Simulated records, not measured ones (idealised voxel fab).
The document below concerns the process module designated voxel local oxidation.
Cross-sectional view cut (width: 220 nm; square cell size: 5 nm).
In this document a cross-section is written as a grid of square cells. It is given as a series of bands, listed from the top down, and a band is one or more rows of cells.
It is stipulated that each band's entry specify, in nanometres, the height of the top of the band and then that of its bottom, followed by the materials of the band in left-to-right sequence, each together with its width in nanometres. A single material marked by the word "everywhere" is understood to fill the band from edge to edge; the word "air" is understood to denote empty space.
Heights are expressed relative to 0, this being the level below which the as-received wafer comprises one material exclusively. The lowest band is unbounded in the downward direction and is denoted as in "from 0 down".
A width given as "30->40" starts at the first number in the band's top row and ends at the second number in its bottom row, shifting by an equal amount at every step from row to row.
"remained unchanged" after a step means that no cell of the cross-section changed.
Entry "Catalogued sealed voids" = empty spaces >= 8 cells with no open way to the top; each as width x height at distance, distance from left edge, all nm.
That trailing text on a step's line, after the settings, is the simulator's own remark on the step.
overlay nm: mask right of planned place by this much (step with mask). Neg. = left.
### Planned process steps
- 1: RECEIVE | material Si
- 2: OXIDIZE | depth nm 5
- 3: CONFORMAL_DEP | material SiN | thk nm 10
- 4: DIRECTIONAL_DEP | material aC | thk nm 10
- 5: PATTERN | tone cover | mask id ACTIVE | material resist | width nm 115 | thk nm 25 | overlay nm 0
- 6: DIRECTIONAL_ETCH | etch materials aC | depth nm 10
- 7: STRIP | etch materials resist
- 8: DIRECTIONAL_ETCH | etch materials SiN | depth nm 10
- 9: STRIP | etch materials aC
- 10: SELECTIVE_ETCH | etch materials SiO2 | depth nm 5
- 11: OXIDIZE | depth nm 15
- 12: STRIP | etch materials SiN
### First of two wafers - as planned
### Cross-section, incoming material, after step 1
    from 0 down | Si everywhere
    Catalogued sealed voids: none
### After step 2, in cross-section
    from 0 to -5 | SiO2 everywhere
    No changes below -5.
### After step 3, in cross-section
    from 10 to 0 | SiN everywhere
    No changes below 0.
### After step 4, in cross-section
    from 20 to 10 | aC everywhere
    No changes below 10.
### After step 5, in cross-section
    from 45 to 20 | air 50  resist 115  air 55
    No changes below 20.
### After step 6, in cross-section
    from 35 to 20 | air 50  resist 115  air 55
    from 20 to 10 | air 50  aC 115  air 55
    No changes below 10.
### After step 7, in cross-section
    from 20 to 10 | air 50  aC 115  air 55
    No changes below 10.
### After step 8, in cross-section
    from 20 to 10 | air 50  aC 115  air 55
    from 10 to 0 | air 50  SiN 115  air 55
    No changes below 0.
### After step 9, in cross-section
    from 10 to 0 | air 50  SiN 115  air 55
    No changes below 0.
### After step 10, in cross-section
    from 10 to 0 | air 50  SiN 115  air 55
    from 0 to -5 | air 55  SiO2 105  air 60
    No changes below -5.
### After step 11, in cross-section
    from 10 to 0 | air 50  SiN 115  air 55
    from 0 to -5 | air 55  SiO2 105  air 60
    from -5 to -20 | SiO2 70  Si 75  SiO2 75
    No changes below -20.
### After step 12, in cross-section
    from 0 to -5 | air 55  SiO2 105  air 60
    No changes below -5.
### Wafer two of two - same starting point, same process plan, one mistake in execution; matches wafer one up to and including step 10
### Cross-section of the second wafer when, according to plan, step 11 should have finished
    from 10 to 0 | air 50  SiN 115  air 55
    from 0 to -5 | air 55  SiO2 105  air 60
    from -5 to -10 | SiO2 60  Si 95  SiO2 65
    No changes below -10.
### Cross-section of the second wafer when, according to plan, step 12 should have finished
    from 0 to -5 | air 55  SiO2 105  air 60
    No changes below -5.
Against the plan, the run slipped here: it should be noted that step 11 was executed with settings other than those planned, the operation and settings actually applied being OXIDIZE | depth nm 5
At the finish, the second wafer shows more or fewer cells for some materials than the first does: Si +62 | SiO2 -62
